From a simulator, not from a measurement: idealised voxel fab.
process module | voxel self aligned vias
cross-section cut | 155 nm wide | cells 5 nm
A cross-section is a grid of square cells, given in bands from the top down. A band is one or more rows of cells.
Each band's line starts with the height of the band's top and of its bottom, in nm. Then come its materials from left to right, each with its width in nm. One material with "throughout" fills the band from edge to edge. "air" is empty space.
Height 0 is the level under which the wafer as received is all one material. The lowest band goes on downwards, as in "0 down".
A width such as "30 to 40" changes by the same amount from each row of cells to the next, from the band's top row to its bottom row.
"no change" after a step means that no cell of the cross-section changed.
closed voids: empty space of 8 cells or more with no open way to the top, each as width x height at its distance from the left edge, in nm
after a step's settings: what the simulator itself notes on the step
overlay nm, on a step with a mask: how far to the right of its planned place the mask lay; to the left if negative
plan
1 op RECEIVE | material Si
2 op CONFORMAL_DEP | material SiO2 | thk nm 15
3 op CONFORMAL_DEP | material SiCN | thk nm 5
4 op DIRECTIONAL_DEP | material lowk | thk nm 30
5 op DIRECTIONAL_DEP | material aC | thk nm 15
6 op PATTERN | tone open | mask id LINES | material resist | width nm 25 | pitch nm 75 | thk nm 35 | overlay nm 0
7 op DIRECTIONAL_ETCH | etch materials aC | depth nm 15
8 op STRIP | etch materials resist
9 op DIRECTIONAL_ETCH | etch materials lowk | depth nm 30
10 op STRIP | etch materials aC
11 op CONFORMAL_DEP | material TiN | thk nm 5
12 op FILL_DEP | material Ru | thk nm 5
13 op CMP | height nm 50
14 op SELECTIVE_ETCH | etch materials W Ru TiN | depth nm 5
15 op FILL_DEP | material SiN | thk nm 10
16 op CMP | height nm 50
17 op DIRECTIONAL_DEP | material lowk | thk nm 20
18 op DIRECTIONAL_DEP | material aC | thk nm 10
19 op PATTERN | tone open | mask id VIAS | material resist | width nm 45 | pitch nm 75 | thk nm 30 | overlay nm 0
20 op DIRECTIONAL_ETCH | etch materials aC | depth nm 10
21 op STRIP | etch materials resist
22 op DIRECTIONAL_ETCH | etch materials lowk | depth nm 20
23 op DIRECTIONAL_ETCH | etch materials SiN | depth nm 5
24 op STRIP | etch materials aC
25 op CONFORMAL_DEP | material TiN | thk nm 5
26 op FILL_DEP | material Ru | thk nm 10
27 op CMP | height nm 70
28 op CONFORMAL_DEP | material SiCN | thk nm 5
as received, after step 1
  0 down: Si throughout
  closed voids: none
a wafer at the end: this start, this plan, one mistake
  75 to 70: SiCN throughout
  70 to 55: Ru 10 | TiN 5 | lowk 45 | TiN 5 | Ru 20 | TiN 5 | lowk 45 | TiN 5 | Ru 15
  55 to 50: TiN 15 | lowk 45 | TiN 30 | lowk 45 | TiN 20
  50 to 45: lowk 25 | SiN 25 | lowk 50 | SiN 25 | lowk 30
  45 to 25: lowk 25 | TiN 5 | Ru 15 | TiN 5 | lowk 50 | TiN 5 | Ru 15 | TiN 5 | lowk 30
  25 to 20: lowk 25 | TiN 25 | lowk 50 | TiN 25 | lowk 30
  20 to 15: SiCN throughout
  15 to 0: SiO2 throughout
  0 down: Si throughout
  closed voids: none
what went wrong: step 19 ran as: op PATTERN | tone cover | mask id VIAS | material resist | width nm 45 | pitch nm 75 | thk nm 30 | overlay nm 0
